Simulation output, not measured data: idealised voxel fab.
The process module presented herein is designated voxel self aligned contacts.
Section cut is 295 nm wide and gridded with 5 nm square cells.
Cross-section spec: square-cell grid; bands listed top down; each band is one or more rows. Band: top height; bottom height; in nm. Then, left to right: material with width in nm, for each material. "full width": a single material spanning edge to edge. "empty": empty space. Height 0 is the level under which the wafer as received is all one material. The lowest band goes on downwards, as in "0 and below". A two-number width, for instance "30 to 40", indicates that the width is equal to the first number in the top row of the band and to the second number in the bottom row, and that it changes by a constant amount per row of cells. Step note "remained unchanged" = no cross-section cell changed. Enclosed voids (no open way to top), threshold 8 cells or more, entry "Sealed internal cavities", notation width x height at distance, distance from left edge, nm. Heads up: the bit after the settings on a step's line is the simulator's remark on that step. The "overlay nm" setting may appear on a step's line; for a step that uses a mask, it gives how far to the right of its planned position the mask lay, and a negative value indicates the left.
-- Steps in the process plan
1. RECEIVE with material Si
2. OXIDIZE with depth nm 5
3. DIRECTIONAL_DEP with material polySi, thk nm 30
4. DIRECTIONAL_DEP with material SiN, thk nm 20
5. PATTERN with tone cover, mask id GATE, material resist, width nm 30, pitch nm 65, thk nm 15, overlay nm 0
6. DIRECTIONAL_ETCH with etch materials SiN, depth nm 20
7. DIRECTIONAL_ETCH with etch materials polySi, depth nm 30
8. STRIP with etch materials resist
9. CONFORMAL_DEP with material SiN, thk nm 5
10. DIRECTIONAL_ETCH with etch materials SiN, depth nm 5
11. FILL_DEP with material SiO2, thk nm 15
12. CMP with height nm 60
13. PATTERN with tone open, mask id CONTACT, material resist, width nm 45, thk nm 20, overlay nm 0
14. DIRECTIONAL_ETCH with etch materials SiO2, depth nm 65
15. STRIP with etch materials resist
16. CONFORMAL_DEP with material TiN, thk nm 5
17. FILL_DEP with material Ru, thk nm 10
18. CMP with height nm 60
19. CONFORMAL_DEP with material SiCN, thk nm 5
-- Of two wafers, the first: run according to plan
-- Delivered wafer in cross-section: state after step 1
* 0 and below | Si full width
* Sealed internal cavities: none
-- So this is the wafer cross-section right after step 2
* 0 down to -5 | SiO2 full width
* No changes below -5.
-- So this is the wafer cross-section right after step 3
* 30 down to 0 | polySi full width
* No changes below 0.
-- So this is the wafer cross-section right after step 4
* 50 down to 30 | SiN full width
* No changes below 30.
-- So this is the wafer cross-section right after step 5
* 65 down to 50 | 100 empty / 30 resist / 35 empty / 30 resist / 100 empty
* No changes below 50.
-- So this is the wafer cross-section right after step 6
* 65 down to 50 | 100 empty / 30 resist / 35 empty / 30 resist / 100 empty
* 50 down to 30 | 100 empty / 30 SiN / 35 empty / 30 SiN / 100 empty
* No changes below 30.
-- So this is the wafer cross-section right after step 7
* 65 down to 50 | 100 empty / 30 resist / 35 empty / 30 resist / 100 empty
* 50 down to 30 | 100 empty / 30 SiN / 35 empty / 30 SiN / 100 empty
* 30 down to 0 | 100 empty / 30 polySi / 35 empty / 30 polySi / 100 empty
* No changes below 0.
-- So this is the wafer cross-section right after step 8
* 50 down to 30 | 100 empty / 30 SiN / 35 empty / 30 SiN / 100 empty
* No changes below 30.
-- So this is the wafer cross-section right after step 9
* 55 down to 30 | 95 empty / 40 SiN / 25 empty / 40 SiN / 95 empty
* 30 down to 5 | 95 empty / 5 SiN / 30 polySi / 5 SiN / 25 empty / 5 SiN / 30 polySi / 5 SiN / 95 empty
* 5 down to 0 | 100 SiN / 30 polySi / 35 SiN / 30 polySi / 100 SiN
* No changes below 0.
-- So this is the wafer cross-section right after step 10
* 50 down to 30 | 95 empty / 40 SiN / 25 empty / 40 SiN / 95 empty
* 30 down to 0 | 95 empty / 5 SiN / 30 polySi / 5 SiN / 25 empty / 5 SiN / 30 polySi / 5 SiN / 95 empty
* No changes below 0.
-- So this is the wafer cross-section right after step 11
* 65 down to 50 | SiO2 full width
* 50 down to 30 | 95 SiO2 / 40 SiN / 25 SiO2 / 40 SiN / 95 SiO2
* 30 down to 0 | 95 SiO2 / 5 SiN / 30 polySi / 5 SiN / 25 SiO2 / 5 SiN / 30 polySi / 5 SiN / 95 SiO2
* No changes below 0.
-- So this is the wafer cross-section right after step 12
* 60 down to 50 | SiO2 full width
* No changes below 50.
-- So this is the wafer cross-section right after step 13
* 80 down to 60 | 125 resist / 45 empty / 125 resist
* No changes below 60.
-- So this is the wafer cross-section right after step 14
* 80 down to 60 | 125 resist / 45 empty / 125 resist
* 60 down to 50 | 125 SiO2 / 45 empty / 125 SiO2
* 50 down to 30 | 95 SiO2 / 40 SiN / 25 empty / 40 SiN / 95 SiO2
* 30 down to 0 | 95 SiO2 / 5 SiN / 30 polySi / 5 SiN / 25 empty / 5 SiN / 30 polySi / 5 SiN / 95 SiO2
* 0 down to -5 | 135 SiO2 / 25 empty / 135 SiO2
* No changes below -5.
-- So this is the wafer cross-section right after step 15
* 60 down to 50 | 125 SiO2 / 45 empty / 125 SiO2
* No changes below 50.
-- So this is the wafer cross-section right after step 16
* 65 down to 60 | 130 TiN / 35 empty / 130 TiN
* 60 down to 50 | 125 SiO2 / 5 to 15 TiN / 35 to 15 empty / 5 to 15 TiN / 125 SiO2
* 50 down to 30 | 95 SiO2 / 40 SiN / 5 TiN / 15 empty / 5 TiN / 40 SiN / 95 SiO2
* 30 down to 0 | 95 SiO2 / 5 SiN / 30 polySi / 5 SiN / 5 TiN / 15 empty / 5 TiN / 5 SiN / 30 polySi / 5 SiN / 95 SiO2
* 0 down to -5 | 135 SiO2 / 25 TiN / 135 SiO2
* No changes below -5.
-- So this is the wafer cross-section right after step 17
* 75 down to 65 | Ru full width
* 65 down to 60 | 130 TiN / 35 Ru / 130 TiN
* 60 down to 50 | 125 SiO2 / 5 to 15 TiN / 35 to 15 Ru / 5 to 15 TiN / 125 SiO2
* 50 down to 30 | 95 SiO2 / 40 SiN / 5 TiN / 15 Ru / 5 TiN / 40 SiN / 95 SiO2
* 30 down to 0 | 95 SiO2 / 5 SiN / 30 polySi / 5 SiN / 5 TiN / 15 Ru / 5 TiN / 5 SiN / 30 polySi / 5 SiN / 95 SiO2
* No changes below 0.
-- So this is the wafer cross-section right after step 18
* 60 down to 50 | 125 SiO2 / 5 to 15 TiN / 35 to 15 Ru / 5 to 15 TiN / 125 SiO2
* No changes below 50.
-- So this is the wafer cross-section right after step 19
* 65 down to 60 | SiCN full width
* No changes below 60.
-- It is to be noted that the second wafer proceeded from the same initial state and according to the same plan as the first, although one mistake was committed in its execution; through step 17, inclusive, the two wafers share an identical history
Second wafer at the planned finish of step 18, seen in cross-section: remained unchanged
-- Second wafer at the planned finish of step 19, seen in cross-section
* 80 down to 75 | SiCN full width
* No changes below 75.
Error vs. plan: step 18 of the plan was jumped over and never run
Bottom line after processing is that, in cells, the second wafer is up or down on some materials versus the first: Ru +125 | TiN +52
